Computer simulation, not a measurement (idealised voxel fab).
The following process module bears the name voxel released beams.
290 nm wide, 5 nm square cells: that's cross-section cut.
Think of the cross-section as a grid of square cells. We describe it in bands, top to bottom, and each band covers one or more rows of those cells. Heads up on the band format: heights come first, top then bottom, in nm. After that it's the materials left to right, each with its width in nm. A single material flagged "all across" fills the whole band edge to edge, and "air" means there's empty space there. Heights are expressed relative to 0, this being the level below which the as-received wafer comprises one material exclusively. The lowest band is unbounded in the downward direction and is denoted as in "0 -> down". The width entry "30..40" should be interpreted row by row: the top row of cells in the band takes the first number, the bottom row takes the second number, and the change between adjacent rows is uniform throughout. When a step is marked "no alteration", none of the cells in the cross-section changed during that step. The entry "Cavities, sealed" lists the empty spaces that cover at least 8 cells and have no open path to the top. Each is written as width x height at distance, where the distance is measured from the left edge and all three values are in nm. Heads up: the bit after the settings on a step's line is the simulator's remark on that step. The optional step-line setting "overlay nm" applies to steps with a mask and quantifies how far to the right of its planned location the mask lay, a negative value indicating leftward placement.
-- So here's the lineup of process steps we planned
step 1: RECEIVE,material Si
step 2: CONFORMAL_DEP,material SiN,thk nm 5
step 3: DIRECTIONAL_DEP,material SiO2,thk nm 10
step 4: DIRECTIONAL_DEP,material aC,thk nm 10
step 5: PATTERN,tone open,mask id ANCHOR,material resist,width nm 40,thk nm 25,overlay nm 0
step 6: DIRECTIONAL_ETCH,etch materials aC,depth nm 10
step 7: STRIP,etch materials resist
step 8: DIRECTIONAL_ETCH,etch materials SiO2,depth nm 10
step 9: STRIP,etch materials aC
step 10: CONFORMAL_DEP,material W,thk nm 15
step 11: MASKED_ETCH,tone cover,mask id BEAM,width nm 120,etch materials W,depth nm 15,overlay nm 0
step 12: STRIP,etch materials SiO2
-- Step 1 complete: cross-section of the wafer as received
    0 -> down: Si all across
    Cavities, sealed: none
-- Final cross-section, module run with one mistake (start and plan as above)
    30 -> 20: air 85 nm / W 15 nm / air 10 nm / W 95 nm / air 85 nm
    20 -> 15: air 85 nm / W 120 nm / air 85 nm
    15 -> 5: air 85 nm / W 40 nm / air 165 nm
    5 -> 0: SiN all across
    0 -> down: Si all across
    Cavities, sealed: none
Here's what went sideways: step 11: run off-plan, actual operation and settings MASKED_ETCH,tone cover,mask id BEAM,width nm 120,etch materials W,depth nm 15,overlay nm 5
